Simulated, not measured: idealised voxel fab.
The following is a process module called voxel capacitor over wiring.
cross-section cut | 240 nm wide | cells 5 nm
Throughout this document, each cross-section is represented as a grid of square cells and is presented as a sequence of bands enumerated from the top downward, where a band comprises one or more rows of cells. Read a band's entry like this: the first values are the height of its top and the height of its bottom in nm, and what follows is the sequence of materials from left to right, each with its width in nm. Note that "empty" is empty space, and that a single material marked "edge to edge" reaches across the band from edge to edge. Measure heights from 0. That's the level where, below it, the as-received wafer is all one material. The lowest band is bottomless and extends downward; write it as in "0 -> down". The expression "30..40" gives the width at the extremes of the band, the first number at its top row of cells and the second at its bottom row, with the width changing by equal amounts from each row to the next in between. Reading "nothing altered" for a step: not a cell of the cross-section changed in it. Entry "Closed-off voids" = empty spaces >= 8 cells with no open way to the top; each as width x height at distance, distance from left edge, all nm. Formally, on a step line, whatever follows the settings is a remark that the simulator itself makes on the step. Each step line may optionally specify "overlay nm", which for a step with a mask gives the rightward distance between the mask's planned place and where it lay, a negative value indicating the leftward direction.
### Intended process steps
1,RECEIVE [material Si]
2,CONFORMAL_DEP [material SiO2] [thk nm 10]
3,CONFORMAL_DEP [material SiN] [thk nm 5]
4,DIRECTIONAL_DEP [material lowk] [thk nm 25]
5,MASKED_ETCH [tone open] [mask id METAL_1] [width nm 20] [pitch nm 80] [etch materials lowk] [depth nm 25] [overlay nm 0]
6,MASKED_ETCH [tone open] [mask id METAL_1] [width nm 20] [pitch nm 80] [etch materials SiN] [depth nm 5] [overlay nm 0]
7,CONFORMAL_DEP [material TiN] [thk nm 5]
8,FILL_DEP [material Cu] [thk nm 5]
9,CMP [height nm 40]
10,EPI [material Ru] [thk nm 5]
11,FILL_DEP [material SiCN] [thk nm 5]
12,DIRECTIONAL_DEP [material SiO2] [thk nm 10]
13,PATTERN [tone open] [mask id PLUG_1] [material resist] [width nm 15] [thk nm 15] [overlay nm 0]
14,DIRECTIONAL_ETCH [etch materials SiO2] [depth nm 10]
15,DIRECTIONAL_ETCH [etch materials SiCN] [depth nm 5]
16,STRIP [etch materials resist]
17,CONFORMAL_DEP [material TiN] [thk nm 5]
18,FILL_DEP [material Ru] [thk nm 5]
19,CMP [height nm 60]
20,DIRECTIONAL_DEP [material TiN] [thk nm 5]
21,DIRECTIONAL_DEP [material HfO2] [thk nm 5]
22,DIRECTIONAL_DEP [material TiN] [thk nm 10]
23,MASKED_ETCH [tone cover] [mask id UPPER_PLATE] [width nm 65] [etch materials TiN] [depth nm 10] [overlay nm 0]
24,MASKED_ETCH [tone cover] [mask id UPPER_PLATE] [width nm 65] [etch materials HfO2] [depth nm 5] [overlay nm 0]
25,MASKED_ETCH [tone cover] [mask id LOWER_PLATE] [width nm 75] [etch materials TiN] [depth nm 5] [overlay nm 0]
26,FILL_DEP [material SiO2] [thk nm 20]
27,CMP [height nm 95]
28,PATTERN [tone open] [mask id PLUG_2] [material resist] [width nm 15] [thk nm 20] [overlay nm 0]
29,DIRECTIONAL_ETCH [etch materials SiO2] [depth nm 15]
30,STRIP [etch materials resist]
31,CONFORMAL_DEP [material TiN] [thk nm 5]
32,FILL_DEP [material Cu] [thk nm 5]
33,CMP [height nm 95]
34,CONFORMAL_DEP [material SiCN] [thk nm 5]
Quick note for whoever runs this: the wafers start identical, but the width nm at step 13 isn't the same across them. The plan just shows what the first wafer had.
### Step 1 complete: as-received cross-section of the first of several wafers
  0 -> down  Si edge to edge
  Closed-off voids: none
### Wafer cross-section (first of several) - module end, post step 34 (last step)
  100 -> 95  SiCN edge to edge
  95 -> 85  SiO2 (85), TiN (5), Cu (5), TiN (5), SiO2 (140)
  85 -> 80  SiO2 (85), TiN (15), SiO2 (140)
  80 -> 70  SiO2 (75), TiN (65), SiO2 (100)
  70 -> 65  SiO2 (75), HfO2 (65), SiO2 (100)
  65 -> 60  SiO2 (70), TiN (75), SiO2 (95)
  60 -> 50  SiO2 (75), TiN (5), Ru (5), TiN (5), SiO2 (150)
  50 -> 45  SiCN (75), TiN (15), SiCN (150)
  45 -> 40  SiCN (65), Ru (30), SiCN (50), Ru (30), SiCN (65)
  40 -> 15  lowk (70), TiN (5), Cu (10), TiN (5), lowk (60), TiN (5), Cu (10), TiN (5), lowk (70)
  15 -> 10  SiN (70), TiN (20), SiN (60), TiN (20), SiN (70)
  10 -> 0  SiO2 edge to edge
  0 -> down  Si edge to edge
  Closed-off voids: none
### Cross-section of the final wafer among several, taken at the end of the module
  100 -> 95  SiCN edge to edge
  95 -> 85  SiO2 (85), TiN (5), Cu (5), TiN (5), SiO2 (140)
  85 -> 80  SiO2 (85), TiN (15), SiO2 (140)
  80 -> 70  SiO2 (75), TiN (65), SiO2 (100)
  70 -> 65  SiO2 (75), HfO2 (65), SiO2 (100)
  65 -> 60  SiO2 (70), TiN (75), SiO2 (95)
  60 -> 50  SiO2 (70), TiN (5), Ru (20), TiN (5), SiO2 (140)
  50 -> 45  SiCN (70), TiN (30), SiCN (140)
  45 -> 40  SiCN (65), Ru (30), SiCN (50), Ru (30), SiCN (65)
  40 -> 15  lowk (70), TiN (5), Cu (10), TiN (5), lowk (60), TiN (5), Cu (10), TiN (5), lowk (70)
  15 -> 10  SiN (70), TiN (20), SiN (60), TiN (20), SiN (70)
  10 -> 0  SiO2 edge to edge
  0 -> down  Si edge to edge
  Closed-off voids: none
### Tabulated below, wafer by wafer, are the end-of-module results: for each material, the number of cells gained (+) or lost (-) relative to the as-received state, followed by the closed voids
width nm 15 | +22 Cu | +13 HfO2 | +14 Ru | +129 SiCN | +40 SiN | +459 SiO2 | +83 TiN | +200 lowk | Closed-off voids: none
width nm 20 | +22 Cu | +13 HfO2 | +16 Ru | +128 SiCN | +40 SiN | +457 SiO2 | +84 TiN | +200 lowk | Closed-off voids: none
width nm 25 | +22 Cu | +13 HfO2 | +18 Ru | +127 SiCN | +40 SiN | +455 SiO2 | +85 TiN | +200 lowk | Closed-off voids: none
width nm 30 | +22 Cu | +13 HfO2 | +20 Ru | +126 SiCN | +40 SiN | +453 SiO2 | +86 TiN | +200 lowk | Closed-off voids: none
